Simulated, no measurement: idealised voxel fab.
A process module follows: voxel transistor to metal.
Cross-section cut: width 175 nm, square cells of 5 nm.
The cross-sections in this document take the form of a grid made of square cells. They are written out as bands, in order from top to bottom. Each band consists of one or more rows of cells.
In this notation a band is specified by the heights of its top and bottom, in that order and in nm, after which its materials appear from left to right, each paired with its width in nm. The word "everywhere" attached to a single material means that material fills the band from edge to edge; the word "empty" stands for empty space.
The level at which height equals 0 is the one under which the wafer, as it arrives, is entirely one material. No lower edge exists for the bottom band, which continues downward and is notated as in "0..down".
Think of "30->40" as a width that walks from the first number to the second as you go down the band, top row to bottom row, taking equal-sized steps from row to row.
"no modification" for a step: no cell of the cross-section changed in that step.
Voids not open to the top, 8 cells minimum: see "Closed voids list". Written width x height at distance; distance is from the left edge; nm.
Step line, after settings: the simulator's comment on this step.
overlay nm: where the mask lay relative to plan, measured to the right, on steps with a mask; negatives go left.
Reading guide: pairs of cross-sections, before and after one process step; after view cut off at lowest changed band; step and settings listed under each pair. Pairs may stem from different runs of this module on the same starting wafer; continuity with the pair above only where the "Before the process" entry states it.

# Before the process
* 55..45  aC 45, then empty 30, then aC 25, then empty 30, then aC 45
* 45..30  SiO2 everywhere
* 30..20  SiO2 80, then SiCN 15, then SiO2 80
* 20..-5  SiO2 80, then polySi 15, then SiO2 80
* -5..-10  SiO2 70, then pSi 5, then SiO2 25, then pSi 5, then SiO2 70
* -10..-15  SiO2 40, then pSi 35, then Si 25, then pSi 35, then SiO2 40
* -15..-45  SiO2 40, then Si 95, then SiO2 40
* -45..down  Si everywhere
* Closed voids list: none

# Resulting Structure
* 55..45  aC 45, then empty 30, then aC 25, then empty 30, then aC 45
* 45..30  SiO2 45, then empty 30, then SiO2 25, then empty 30, then SiO2 45
* 30..20  SiO2 45, then empty 30, then SiO2 5, then SiCN 15, then SiO2 5, then empty 30, then SiO2 45
* 20..-5  SiO2 45, then empty 30, then SiO2 5, then polySi 15, then SiO2 5, then empty 30, then SiO2 45
* -5..-10  SiO2 45, then empty 25, then pSi 5, then SiO2 25, then pSi 5, then empty 25, then SiO2 45
* Rest of section, below -10: as before.
* Closed voids list: none
For reference, the processing step occurring between the two cross-sections presented above is as follows: DIRECTIONAL_ETCH [etch materials SiO2] [depth nm 55]

Before the process: we pick up right where the pair above leaves off, with its after cross-section.

# Resulting Structure
* 45..30  SiO2 45, then empty 30, then SiO2 25, then empty 30, then SiO2 45
* Rest of section, below 30: as before.
* Closed voids list: none
For reference, the processing step occurring between the two cross-sections presented above is as follows: STRIP [etch materials aC]

Before the process: we pick up right where the pair above leaves off, with its after cross-section.

# Resulting Structure
* 50..45  TiN 50, then empty 20, then TiN 35, then empty 20, then TiN 50
* 45..30  SiO2 45, then TiN 5, then empty 20, then TiN 5, then SiO2 25, then TiN 5, then empty 20, then TiN 5, then SiO2 45
* 30..20  SiO2 45, then TiN 5, then empty 20, then TiN 5, then SiO2 5, then SiCN 15, then SiO2 5, then TiN 5, then empty 20, then TiN 5, then SiO2 45
* 20..0  SiO2 45, then TiN 5, then empty 20, then TiN 5, then SiO2 5, then polySi 15, then SiO2 5, then TiN 5, then empty 20, then TiN 5, then SiO2 45
* 0..-5  SiO2 45, then TiN 5, then empty 15, then TiN 10, then SiO2 5, then polySi 15, then SiO2 5, then TiN 10, then empty 15, then TiN 5, then SiO2 45
* -5..-10  SiO2 45, then TiN 25, then pSi 5, then SiO2 25, then pSi 5, then TiN 25, then SiO2 45
* Rest of section, below -10: as before.
* Closed voids list: none
For reference, the processing step occurring between the two cross-sections presented above is as follows: CONFORMAL_DEP [material TiN] [thk nm 5]

Before the process: we pick up right where the pair above leaves off, with its after cross-section.

# Resulting Structure
* 55..50  W everywhere
* 50..45  TiN 50, then W 20, then TiN 35, then W 20, then TiN 50
* 45..30  SiO2 45, then TiN 5, then W 20, then TiN 5, then SiO2 25, then TiN 5, then W 20, then TiN 5, then SiO2 45
* 30..20  SiO2 45, then TiN 5, then W 20, then TiN 5, then SiO2 5, then SiCN 15, then SiO2 5, then TiN 5, then W 20, then TiN 5, then SiO2 45
* 20..0  SiO2 45, then TiN 5, then W 20, then TiN 5, then SiO2 5, then polySi 15, then SiO2 5, then TiN 5, then W 20, then TiN 5, then SiO2 45
* 0..-5  SiO2 45, then TiN 5, then W 15, then TiN 10, then SiO2 5, then polySi 15, then SiO2 5, then TiN 10, then W 15, then TiN 5, then SiO2 45
* Rest of section, below -5: as before.
* Closed voids list: none
For reference, the processing step occurring between the two cross-sections presented above is as follows: FILL_DEP [material W] [thk nm 5]

Before the process: we pick up right where the pair above leaves off, with its after cross-section.

# Resulting Structure
* 45..30  SiO2 45, then TiN 5, then W 20, then TiN 5, then SiO2 25, then TiN 5, then W 20, then TiN 5, then SiO2 45
* Rest of section, below 30: as before.
* Closed voids list: none
For reference, the processing step occurring between the two cross-sections presented above is as follows: CMP [height nm 45]

Before the process: we pick up right where the pair above leaves off, with its after cross-section.

# Resulting Structure
* 50..45  SiN everywhere
* Rest of section, below 45: as before.
* Closed voids list: none
For reference, the processing step occurring between the two cross-sections presented above is as follows: CONFORMAL_DEP [material SiN] [thk nm 5]

Before the process: we pick up right where the pair above leaves off, with its after cross-section.

# Resulting Structure
* 65..50  SiO2 everywhere
* Rest of section, below 50: as before.
* Closed voids list: none
For reference, the processing step occurring between the two cross-sections presented above is as follows: DIRECTIONAL_DEP [material SiO2] [thk nm 15]

Before the process: we pick up right where the pair above leaves off, with its after cross-section.

# Resulting Structure
* 85..65  resist 45, then empty 20, then resist 45, then empty 20, then resist 45
* Rest of section, below 65: as before.
* Closed voids list: none
For reference, the processing step occurring between the two cross-sections presented above is as follows: PATTERN [tone open] [mask id METAL_1] [material resist] [width nm 20] [pitch nm 65] [thk nm 20] [overlay nm 0]

Before the process: we pick up right where the pair above leaves off, with its after cross-section.

# Resulting Structure
* 85..65  resist 45, then empty 20, then resist 45, then empty 20, then resist 45
* 65..50  SiO2 45, then empty 20, then SiO2 45, then empty 20, then SiO2 45
* Rest of section, below 50: as before.
* Closed voids list: none
For reference, the processing step occurring between the two cross-sections presented above is as follows: DIRECTIONAL_ETCH [etch materials SiO2] [depth nm 15]

Before the process: we pick up right where the pair above leaves off, with its after cross-section.

# Resulting Structure
* 85..65  resist 45, then empty 20, then resist 45, then empty 20, then resist 45
* 65..50  SiO2 45, then empty 20, then SiO2 45, then empty 20, then SiO2 45
* 50..45  SiN 45, then empty 20, then SiN 45, then empty 20, then SiN 45
* Rest of section, below 45: as before.
* Closed voids list: none
For reference, the processing step occurring between the two cross-sections presented above is as follows: DIRECTIONAL_ETCH [etch materials SiN] [depth nm 5]

Before the process: we pick up right where the pair above leaves off, with its after cross-section.

# Resulting Structure
* 65..50  SiO2 45, then empty 20, then SiO2 45, then empty 20, then SiO2 45
* Rest of section, below 50: as before.
* Closed voids list: none
For reference, the processing step occurring between the two cross-sections presented above is as follows: STRIP [etch materials resist]

Before the process: we pick up right where the pair above leaves off, with its after cross-section.

# Resulting Structure
* 70..65  TiN 50, then empty 10, then TiN 55, then empty 10, then TiN 50
* 65..50  SiO2 45, then TiN 5, then empty 10, then TiN 5, then SiO2 45, then TiN 5, then empty 10, then TiN 5, then SiO2 45
* 50..45  SiN 45, then TiN 20, then SiN 45, then TiN 20, then SiN 45
* Rest of section, below 45: as before.
* Closed voids list: none
For reference, the processing step occurring between the two cross-sections presented above is as follows: CONFORMAL_DEP [material TiN] [thk nm 5]

Before the process: we pick up right where the pair above leaves off, with its after cross-section.

# Resulting Structure
* 75..70  Ru everywhere
* 70..65  TiN 50, then Ru 10, then TiN 55, then Ru 10, then TiN 50
* 65..50  SiO2 45, then TiN 5, then Ru 10, then TiN 5, then SiO2 45, then TiN 5, then Ru 10, then TiN 5, then SiO2 45
* Rest of section, below 50: as before.
* Closed voids list: none
For reference, the processing step occurring between the two cross-sections presented above is as follows: FILL_DEP [material Ru] [thk nm 5]

Before the process: we pick up right where the pair above leaves off, with its after cross-section.

# Resulting Structure
* 65..50  SiO2 45, then TiN 5, then Ru 10, then TiN 5, then SiO2 45, then TiN 5, then Ru 10, then TiN 5, then SiO2 45
* Rest of section, below 50: as before.
* Closed voids list: none
For reference, the processing step occurring between the two cross-sections presented above is as follows: CMP [height nm 65]

Before the process: we pick up right where the pair above leaves off, with its after cross-section.

# Resulting Structure
* 70..65  empty 40, then Ru 30, then empty 35, then Ru 30, then empty 40
* Rest of section, below 65: as before.
* Closed voids list: none
For reference, the processing step occurring between the two cross-sections presented above is as follows: EPI [material Ru] [thk nm 5]

Before the process: we pick up right where the pair above leaves off, with its after cross-section.

# Resulting Structure
* 75..70  SiCN everywhere
* 70..65  SiCN 40, then Ru 30, then SiCN 35, then Ru 30, then SiCN 40
* Rest of section, below 65: as before.
* Closed voids list: none
For reference, the processing step occurring between the two cross-sections presented above is as follows: FILL_DEP [material SiCN] [thk nm 5]

# Before the process
* 45..30  SiO2 everywhere
* 30..20  SiO2 70, then SiN 5, then SiO2 5, then SiCN 15, then SiO2 5, then SiN 5, then SiO2 70
* 20..5  SiO2 70, then SiN 5, then SiO2 5, then polySi 15, then SiO2 5, then SiN 5, then SiO2 70
* 5..-5  SiO2 35, then SiN 5, then SiO2 30, then SiN 5, then SiO2 5, then polySi 15, then SiO2 5, then SiN 5, then SiO2 30, then SiN 5, then SiO2 35
* -5..-10  SiO2 65, then pSi 5, then SiO2 35, then pSi 5, then SiO2 65
* -10..-15  SiO2 40, then pSi 30, then Si 35, then pSi 30, then SiO2 40
* -15..-45  SiO2 40, then Si 95, then SiO2 40
* -45..down  Si everywhere
* Closed voids list: none

# Resulting Structure
* 60..30  SiO2 everywhere
* Rest of section, below 30: as before.
* Closed voids list: none
For reference, the processing step occurring between the two cross-sections presented above is as follows: DIRECTIONAL_DEP [material SiO2] [thk nm 15]

Before the process: we pick up right where the pair above leaves off, with its after cross-section.

# Resulting Structure
* 70..60  aC everywhere
* Rest of section, below 60: as before.
* Closed voids list: none
For reference, the processing step occurring between the two cross-sections presented above is as follows: DIRECTIONAL_DEP [material aC] [thk nm 10]

Before the process: we pick up right where the pair above leaves off, with its after cross-section.

# Resulting Structure
* 100..70  resist 45, then empty 30, then resist 25, then empty 30, then resist 45
* Rest of section, below 70: as before.
* Closed voids list: none
For reference, the processing step occurring between the two cross-sections presented above is as follows: PATTERN [tone open] [mask id CONTACT] [material resist] [width nm 30] [pitch nm 55] [thk nm 30] [overlay nm 0]

Before the process: we pick up right where the pair above leaves off, with its after cross-section.

# Resulting Structure
* 90..70  resist 45, then empty 30, then resist 25, then empty 30, then resist 45
* 70..60  aC 45, then empty 30, then aC 25, then empty 30, then aC 45
* Rest of section, below 60: as before.
* Closed voids list: none
For reference, the processing step occurring between the two cross-sections presented above is as follows: DIRECTIONAL_ETCH [etch materials aC] [depth nm 10]

Before the process: we pick up right where the pair above leaves off, with its after cross-section.

# Resulting Structure
* 70..60  aC 45, then empty 30, then aC 25, then empty 30, then aC 45
* Rest of section, below 60: as before.
* Closed voids list: none
For reference, the processing step occurring between the two cross-sections presented above is as follows: STRIP [etch materials resist]

Before the process: we pick up right where the pair above leaves off, with its after cross-section.

# Resulting Structure
* 70..60  aC 45, then empty 30, then aC 25, then empty 30, then aC 45
* 60..30  SiO2 45, then empty 30, then SiO2 25, then empty 30, then SiO2 45
* 30..20  SiO2 45, then empty 25, then SiN 5, then SiO2 5, then SiCN 15, then SiO2 5, then SiN 5, then empty 25, then SiO2 45
* 20..5  SiO2 45, then empty 25, then SiN 5, then SiO2 5, then polySi 15, then SiO2 5, then SiN 5, then empty 25, then SiO2 45
* Rest of section, below 5: as before.
* Closed voids list: none
For reference, the processing step occurring between the two cross-sections presented above is as follows: DIRECTIONAL_ETCH [etch materials SiO2] [depth nm 55]

Before the process: we pick up right where the pair above leaves off, with its after cross-section.

# Resulting Structure
* 60..30  SiO2 45, then empty 30, then SiO2 25, then empty 30, then SiO2 45
* Rest of section, below 30: as before.
* Closed voids list: none
For reference, the processing step occurring between the two cross-sections presented above is as follows: STRIP [etch materials aC]

Before the process: we pick up right where the pair above leaves off, with its after cross-section.

# Resulting Structure
* 65..60  TiN 50, then empty 20, then TiN 35, then empty 20, then TiN 50
* 60..35  SiO2 45, then TiN 5, then empty 20, then TiN 5, then SiO2 25, then TiN 5, then empty 20, then TiN 5, then SiO2 45
* 35..30  SiO2 45, then TiN 5, then empty 15, then TiN 10, then SiO2 25, then TiN 10, then empty 15, then TiN 5, then SiO2 45
* 30..20  SiO2 45, then TiN 5, then empty 15, then TiN 5, then SiN 5, then SiO2 5, then SiCN 15, then SiO2 5, then SiN 5, then TiN 5, then empty 15, then TiN 5, then SiO2 45
* 20..10  SiO2 45, then TiN 5, then empty 15, then TiN 5, then SiN 5, then SiO2 5, then polySi 15, then SiO2 5, then SiN 5, then TiN 5, then empty 15, then TiN 5, then SiO2 45
* 10..5  SiO2 45, then TiN 25, then SiN 5, then SiO2 5, then polySi 15, then SiO2 5, then SiN 5, then TiN 25, then SiO2 45
* Rest of section, below 5: as before.
* Closed voids list: none
For reference, the processing step occurring between the two cross-sections presented above is as follows: CONFORMAL_DEP [material TiN] [thk nm 5]

Before the process: we pick up right where the pair above leaves off, with its after cross-section.

# Resulting Structure
* 70..65  W everywhere
* 65..60  TiN 50, then W 20, then TiN 35, then W 20, then TiN 50
* 60..35  SiO2 45, then TiN 5, then W 20, then TiN 5, then SiO2 25, then TiN 5, then W 20, then TiN 5, then SiO2 45
* 35..30  SiO2 45, then TiN 5, then W 15, then TiN 10, then SiO2 25, then TiN 10, then W 15, then TiN 5, then SiO2 45
* 30..20  SiO2 45, then TiN 5, then W 15, then TiN 5, then SiN 5, then SiO2 5, then SiCN 15, then SiO2 5, then SiN 5, then TiN 5, then W 15, then TiN 5, then SiO2 45
* 20..10  SiO2 45, then TiN 5, then W 15, then TiN 5, then SiN 5, then SiO2 5, then polySi 15, then SiO2 5, then SiN 5, then TiN 5, then W 15, then TiN 5, then SiO2 45
* Rest of section, below 10: as before.
* Closed voids list: none
For reference, the processing step occurring between the two cross-sections presented above is as follows: FILL_DEP [material W] [thk nm 5]

Before the process: we pick up right where the pair above leaves off, with its after cross-section.

# Resulting Structure
* 45..35  SiO2 45, then TiN 5, then W 20, then TiN 5, then SiO2 25, then TiN 5, then W 20, then TiN 5, then SiO2 45
* Rest of section, below 35: as before.
* Closed voids list: none
For reference, the processing step occurring between the two cross-sections presented above is as follows: CMP [height nm 45]

Before the process: we pick up right where the pair above leaves off, with its after cross-section.

# Resulting Structure
* 50..45  SiN everywhere
* Rest of section, below 45: as before.
* Closed voids list: none
For reference, the processing step occurring between the two cross-sections presented above is as follows: CONFORMAL_DEP [material SiN] [thk nm 5]

Before the process: we pick up right where the pair above leaves off, with its after cross-section.

# Resulting Structure
* 65..50  SiO2 everywhere
* Rest of section, below 50: as before.
* Closed voids list: none
For reference, the processing step occurring between the two cross-sections presented above is as follows: DIRECTIONAL_DEP [material SiO2] [thk nm 15]

Before the process: we pick up right where the pair above leaves off, with its after cross-section.

# Resulting Structure
* 85..65  resist 45, then empty 20, then resist 45, then empty 20, then resist 45
* Rest of section, below 65: as before.
* Closed voids list: none
For reference, the processing step occurring between the two cross-sections presented above is as follows: PATTERN [tone open] [mask id METAL_1] [material resist] [width nm 20] [pitch nm 65] [thk nm 20] [overlay nm 0]

Before the process: we pick up right where the pair above leaves off, with its after cross-section.

# Resulting Structure
* 85..65  resist 45, then empty 20, then resist 45, then empty 20, then resist 45
* 65..50  SiO2 45, then empty 20, then SiO2 45, then empty 20, then SiO2 45
* Rest of section, below 50: as before.
* Closed voids list: none
For reference, the processing step occurring between the two cross-sections presented above is as follows: DIRECTIONAL_ETCH [etch materials SiO2] [depth nm 15]

Before the process: we pick up right where the pair above leaves off, with its after cross-section.

# Resulting Structure
* 85..65  resist 45, then empty 20, then resist 45, then empty 20, then resist 45
* 65..50  SiO2 45, then empty 20, then SiO2 45, then empty 20, then SiO2 45
* 50..45  SiN 45, then empty 20, then SiN 45, then empty 20, then SiN 45
* Rest of section, below 45: as before.
* Closed voids list: none
For reference, the processing step occurring between the two cross-sections presented above is as follows: DIRECTIONAL_ETCH [etch materials SiN] [depth nm 5]

Before the process: we pick up right where the pair above leaves off, with its after cross-section.

# Resulting Structure
* 65..50  SiO2 45, then empty 20, then SiO2 45, then empty 20, then SiO2 45
* Rest of section, below 50: as before.
* Closed voids list: none
For reference, the processing step occurring between the two cross-sections presented above is as follows: STRIP [etch materials resist]

Before the process: we pick up right where the pair above leaves off, with its after cross-section.

# Resulting Structure
* 70..65  TiN 50, then empty 10, then TiN 55, then empty 10, then TiN 50
* 65..50  SiO2 45, then TiN 5, then empty 10, then TiN 5, then SiO2 45, then TiN 5, then empty 10, then TiN 5, then SiO2 45
* 50..45  SiN 45, then TiN 20, then SiN 45, then TiN 20, then SiN 45
* Rest of section, below 45: as before.
* Closed voids list: none
For reference, the processing step occurring between the two cross-sections presented above is as follows: CONFORMAL_DEP [material TiN] [thk nm 5]

Before the process: we pick up right where the pair above leaves off, with its after cross-section.

# Resulting Structure
* 75..70  Ru everywhere
* 70..65  TiN 50, then Ru 10, then TiN 55, then Ru 10, then TiN 50
* 65..50  SiO2 45, then TiN 5, then Ru 10, then TiN 5, then SiO2 45, then TiN 5, then Ru 10, then TiN 5, then SiO2 45
* Rest of section, below 50: as before.
* Closed voids list: none
For reference, the processing step occurring between the two cross-sections presented above is as follows: FILL_DEP [material Ru] [thk nm 5]

Before the process: we pick up right where the pair above leaves off, with its after cross-section.

# Resulting Structure
* 65..50  SiO2 45, then TiN 5, then Ru 10, then TiN 5, then SiO2 45, then TiN 5, then Ru 10, then TiN 5, then SiO2 45
* Rest of section, below 50: as before.
* Closed voids list: none
For reference, the processing step occurring between the two cross-sections presented above is as follows: CMP [height nm 65]

Before the process: we pick up right where the pair above leaves off, with its after cross-section.

# Resulting Structure
* 70..65  empty 40, then Ru 30, then empty 35, then Ru 30, then empty 40
* Rest of section, below 65: as before.
* Closed voids list: none
For reference, the processing step occurring between the two cross-sections presented above is as follows: EPI [material Ru] [thk nm 5]

Before the process: we pick up right where the pair above leaves off, with its after cross-section.

# Resulting Structure
* 75..70  SiCN everywhere
* 70..65  SiCN 40, then Ru 30, then SiCN 35, then Ru 30, then SiCN 40
* Rest of section, below 65: as before.
* Closed voids list: none
For reference, the processing step occurring between the two cross-sections presented above is as follows: FILL_DEP [material SiCN] [thk nm 5]

# Before the process
* 45..35  SiO2 45, then TiN 5, then W 20, then TiN 5, then SiO2 25, then TiN 5, then W 20, then TiN 5, then SiO2 45
* 35..30  SiO2 45, then TiN 5, then W 15, then TiN 10, then SiO2 25, then TiN 10, then W 15, then TiN 5, then SiO2 45
* 30..20  SiO2 45, then TiN 5, then W 15, then TiN 5, then SiN 5, then SiO2 5, then SiCN 15, then SiO2 5, then SiN 5, then TiN 5, then W 15, then TiN 5, then SiO2 45
* 20..5  SiO2 45, then TiN 5, then W 15, then TiN 5, then SiN 5, then SiO2 5, then polySi 15, then SiO2 5, then SiN 5, then TiN 5, then W 15, then TiN 5, then SiO2 45
* 5..-5  SiO2 35, then SiN 5, then SiO2 5, then TiN 5, then W 15->10, then TiN 5->10, then SiN 5, then SiO2 5, then polySi 15, then SiO2 5, then SiN 5, then TiN 5->10, then W 15->10, then TiN 5, then SiO2 5, then SiN 5, then SiO2 35
* -5..-10  SiO2 45, then TiN 20, then pSi 5, then SiO2 35, then pSi 5, then TiN 20, then SiO2 45
* -10..-15  SiO2 40, then pSi 30, then Si 35, then pSi 30, then SiO2 40
* -15..-45  SiO2 40, then Si 95, then SiO2 40
* -45..down  Si everywhere
* Closed voids list: none

# Resulting Structure
* 60..45  SiO2 everywhere
* Rest of section, below 45: as before.
* Closed voids list: none
For reference, the processing step occurring between the two cross-sections presented above is as follows: DIRECTIONAL_DEP [material SiO2] [thk nm 15]

Before the process: we pick up right where the pair above leaves off, with its after cross-section.

# Resulting Structure
* 65..60  SiN everywhere
* Rest of section, below 60: as before.
* Closed voids list: none
For reference, the processing step occurring between the two cross-sections presented above is as follows: CONFORMAL_DEP [material SiN] [thk nm 5]

Before the process: we pick up right where the pair above leaves off, with its after cross-section.

# Resulting Structure
* 85..65  resist 45, then empty 20, then resist 45, then empty 20, then resist 45
* Rest of section, below 65: as before.
* Closed voids list: none
For reference, the processing step occurring between the two cross-sections presented above is as follows: PATTERN [tone open] [mask id METAL_1] [material resist] [width nm 20] [pitch nm 65] [thk nm 20] [overlay nm 0]

Before the process: we pick up right where the pair above leaves off, with its after cross-section.

# Resulting Structure
* 85..65  resist 45, then empty 20, then resist 45, then empty 20, then resist 45
* 65..60  SiN 45, then empty 20, then SiN 45, then empty 20, then SiN 45
* Rest of section, below 60: as before.
* Closed voids list: none
For reference, the processing step occurring between the two cross-sections presented above is as follows: DIRECTIONAL_ETCH [etch materials SiN] [depth nm 5]

Before the process: we pick up right where the pair above leaves off, with its after cross-section.

# Resulting Structure
* 65..60  SiN 45, then empty 20, then SiN 45, then empty 20, then SiN 45
* Rest of section, below 60: as before.
* Closed voids list: none
For reference, the processing step occurring between the two cross-sections presented above is as follows: STRIP [etch materials resist]

Before the process: we pick up right where the pair above leaves off, with its after cross-section.

# Resulting Structure
* 70..65  TiN 50, then empty 10, then TiN 55, then empty 10, then TiN 50
* 65..60  SiN 45, then TiN 20, then SiN 45, then TiN 20, then SiN 45
* Rest of section, below 60: as before.
* Closed voids list: none
For reference, the processing step occurring between the two cross-sections presented above is as follows: CONFORMAL_DEP [material TiN] [thk nm 5]

Before the process: we pick up right where the pair above leaves off, with its after cross-section.

# Resulting Structure
* 75..70  Ru everywhere
* 70..65  TiN 50, then Ru 10, then TiN 55, then Ru 10, then TiN 50
* Rest of section, below 65: as before.
* Closed voids list: none
For reference, the processing step occurring between the two cross-sections presented above is as follows: FILL_DEP [material Ru] [thk nm 5]

Before the process: we pick up right where the pair above leaves off, with its after cross-section.

# Resulting Structure
* 65..60  SiN 45, then TiN 20, then SiN 45, then TiN 20, then SiN 45
* Rest of section, below 60: as before.
* Closed voids list: none
For reference, the processing step occurring between the two cross-sections presented above is as follows: CMP [height nm 65]

Before the process: we pick up right where the pair above leaves off, with its after cross-section.

# Resulting Structure
* 70..65  empty 40, then Ru 30, then empty 35, then Ru 30, then empty 40
* Rest of section, below 65: as before.
* Closed voids list: none
For reference, the processing step occurring between the two cross-sections presented above is as follows: EPI [material Ru] [thk nm 5]

Before the process: we pick up right where the pair above leaves off, with its after cross-section.

# Resulting Structure
* 75..70  SiCN everywhere
* 70..65  SiCN 40, then Ru 30, then SiCN 35, then Ru 30, then SiCN 40
* Rest of section, below 65: as before.
* Closed voids list: none
For reference, the processing step occurring between the two cross-sections presented above is as follows: FILL_DEP [material SiCN] [thk nm 5]

# Before the process
* 5..-5  SiO2 30, then empty 115, then SiO2 30
* -5..-45  SiO2 40, then Si 95, then SiO2 40
* -45..down  Si everywhere
* Closed voids list: none

# Resulting Structure
* 5..-5  SiO2 30, then empty 115, then SiO2 30
* -5..-20  SiO2 everywhere
* Rest of section, below -20: as before.
* Closed voids list: none
For reference, the processing step occurring between the two cross-sections presented above is as follows: OXIDIZE [depth nm 15]

Before the process: we pick up right where the pair above leaves off, with its after cross-section.

# Resulting Structure
* 30..20  polySi 30, then empty 115, then polySi 30
* 20..5  polySi everywhere
* 5..-5  SiO2 30, then polySi 115, then SiO2 30
* Rest of section, below -5: as before.
* Closed voids list: none
For reference, the processing step occurring between the two cross-sections presented above is as follows: DIRECTIONAL_DEP [material polySi] [thk nm 25]

Before the process: we pick up right where the pair above leaves off, with its after cross-section.

# Resulting Structure
* 40..30  SiCN 30, then empty 115, then SiCN 30
* 30..20  polySi 30, then SiCN 115, then polySi 30
* Rest of section, below 20: as before.
* Closed voids list: none
For reference, the processing step occurring between the two cross-sections presented above is as follows: DIRECTIONAL_DEP [material SiCN] [thk nm 10]

Before the process: we pick up right where the pair above leaves off, with its after cross-section.

# Resulting Structure
* 60..40  empty 80, then resist 15, then empty 80
* 40..30  SiCN 30, then empty 50, then resist 15, then empty 50, then SiCN 30
* Rest of section, below 30: as before.
* Closed voids list: none
For reference, the processing step occurring between the two cross-sections presented above is as follows: PATTERN [tone cover] [mask id GATE] [material resist] [width nm 15] [thk nm 20] [overlay nm 0]

Before the process: we pick up right where the pair above leaves off, with its after cross-section.

# Resulting Structure
* 60..30  empty 80, then resist 15, then empty 80
* 30..20  polySi 30, then empty 50, then SiCN 15, then empty 50, then polySi 30
* Rest of section, below 20: as before.
* Closed voids list: none
For reference, the processing step occurring between the two cross-sections presented above is as follows: DIRECTIONAL_ETCH [etch materials SiCN] [depth nm 20]

Before the process: we pick up right where the pair above leaves off, with its after cross-section.

# Resulting Structure
* 60..30  empty 80, then resist 15, then empty 80
* 30..20  empty 80, then SiCN 15, then empty 80
* 20..5  empty 80, then polySi 15, then empty 80
* 5..-5  SiO2 30, then empty 50, then polySi 15, then empty 50, then SiO2 30
* Rest of section, below -5: as before.
* Closed voids list: none
For reference, the processing step occurring between the two cross-sections presented above is as follows: DIRECTIONAL_ETCH [etch materials polySi] [depth nm 35]

Before the process: we pick up right where the pair above leaves off, with its after cross-section.

# Resulting Structure
* 30..20  empty 80, then SiCN 15, then empty 80
* Rest of section, below 20: as before.
* Closed voids list: none
For reference, the processing step occurring between the two cross-sections presented above is as follows: STRIP [etch materials resist]

Before the process: we pick up right where the pair above leaves off, with its after cross-section.

# Resulting Structure
* 35..30  empty 75, then SiO2 25, then empty 75
* 30..20  empty 75, then SiO2 5, then SiCN 15, then SiO2 5, then empty 75
* 20..10  empty 75, then SiO2 5, then polySi 15, then SiO2 5, then empty 75
* 10..0  SiO2 35, then empty 40, then SiO2 5, then polySi 15, then SiO2 5, then empty 40, then SiO2 35
* 0..-5  SiO2 80, then polySi 15, then SiO2 80
* Rest of section, below -5: as before.
* Closed voids list: none
For reference, the processing step occurring between the two cross-sections presented above is as follows: CONFORMAL_DEP [material SiO2] [thk nm 5]

Before the process: we pick up right where the pair above leaves off, with its after cross-section.

# Resulting Structure
* 30..20  empty 75, then SiO2 5, then SiCN 15, then SiO2 5, then empty 75
* 20..5  empty 75, then SiO2 5, then polySi 15, then SiO2 5, then empty 75
* 5..-5  SiO2 35, then empty 40, then SiO2 5, then polySi 15, then SiO2 5, then empty 40, then SiO2 35
* Rest of section, below -5: as before.
* Closed voids list: none
For reference, the processing step occurring between the two cross-sections presented above is as follows: DIRECTIONAL_ETCH [etch materials SiO2] [depth nm 5]

Before the process: we pick up right where the pair above leaves off, with its after cross-section.

# Resulting Structure
* 35..30  empty 70, then SiN 35, then empty 70
* 30..20  empty 70, then SiN 5, then SiO2 5, then SiCN 15, then SiO2 5, then SiN 5, then empty 70
* 20..10  empty 70, then SiN 5, then SiO2 5, then polySi 15, then SiO2 5, then SiN 5, then empty 70
* 10..5  SiN 40, then empty 30, then SiN 5, then SiO2 5, then polySi 15, then SiO2 5, then SiN 5, then empty 30, then SiN 40
* 5..0  SiO2 35, then SiN 5, then empty 30, then SiN 5, then SiO2 5, then polySi 15, then SiO2 5, then SiN 5, then empty 30, then SiN 5, then SiO2 35
* 0..-5  SiO2 35, then SiN 40, then SiO2 5, then polySi 15, then SiO2 5, then SiN 40, then SiO2 35
* Rest of section, below -5: as before.
* Closed voids list: none
For reference, the processing step occurring between the two cross-sections presented above is as follows: CONFORMAL_DEP [material SiN] [thk nm 5]

Before the process: we pick up right where the pair above leaves off, with its after cross-section.

# Resulting Structure
* 30..20  empty 70, then SiN 5, then SiO2 5, then SiCN 15, then SiO2 5, then SiN 5, then empty 70
* 20..5  empty 70, then SiN 5, then SiO2 5, then polySi 15, then SiO2 5, then SiN 5, then empty 70
* 5..-5  SiO2 35, then SiN 5, then empty 30, then SiN 5, then SiO2 5, then polySi 15, then SiO2 5, then SiN 5, then empty 30, then SiN 5, then SiO2 35
* Rest of section, below -5: as before.
* Closed voids list: none
For reference, the processing step occurring between the two cross-sections presented above is as follows: DIRECTIONAL_ETCH [etch materials SiN] [depth nm 5]

Before the process: we pick up right where the pair above leaves off, with its after cross-section.

# Resulting Structure
* 30..25  empty 70, then SiN 5, then empty 5, then SiCN 15, then empty 5, then SiN 5, then empty 70
* 25..20  empty 70, then SiN 5, then SiO2 5, then SiCN 15, then SiO2 5, then SiN 5, then empty 70
* 20..5  empty 70, then SiN 5, then SiO2 5, then polySi 15, then SiO2 5, then SiN 5, then empty 70
* 5..0  empty 35, then SiN 5, then empty 30, then SiN 5, then SiO2 5, then polySi 15, then SiO2 5, then SiN 5, then empty 30, then SiN 5, then empty 35
* 0..-5  SiO2 35, then SiN 5, then empty 30, then SiN 5, then SiO2 5, then polySi 15, then SiO2 5, then SiN 5, then empty 30, then SiN 5, then SiO2 35
* -5..-10  SiO2 40, then empty 30, then SiO2 35, then empty 30, then SiO2 40
* Rest of section, below -10: as before.
* Closed voids list: none
For reference, the processing step occurring between the two cross-sections presented above is as follows: DIRECTIONAL_ETCH [etch materials SiO2] [depth nm 5]

Before the process: we pick up right where the pair above leaves off, with its after cross-section.

# Resulting Structure
* 35..30  SiO2 everywhere
* 30..20  SiO2 70, then SiN 5, then SiO2 5, then SiCN 15, then SiO2 5, then SiN 5, then SiO2 70
* 20..5  SiO2 70, then SiN 5, then SiO2 5, then polySi 15, then SiO2 5, then SiN 5, then SiO2 70
* 5..-5  SiO2 35, then SiN 5, then SiO2 30, then SiN 5, then SiO2 5, then polySi 15, then SiO2 5, then SiN 5, then SiO2 30, then SiN 5, then SiO2 35
* -5..-20  SiO2 everywhere
* Rest of section, below -20: as before.
* Closed voids list: none
For reference, the processing step occurring between the two cross-sections presented above is as follows: FILL_DEP [material SiO2] [thk nm 5]

Before the process: we pick up right where the pair above leaves off, with its after cross-section.

# Resulting Structure
* 30..20  SiO2 70, then SiN 5, then SiO2 5, then SiCN 15, then SiO2 5, then SiN 5, then SiO2 70
* Rest of section, below 20: as before.
* Closed voids list: none
For reference, the processing step occurring between the two cross-sections presented above is as follows: CMP [height nm 30]
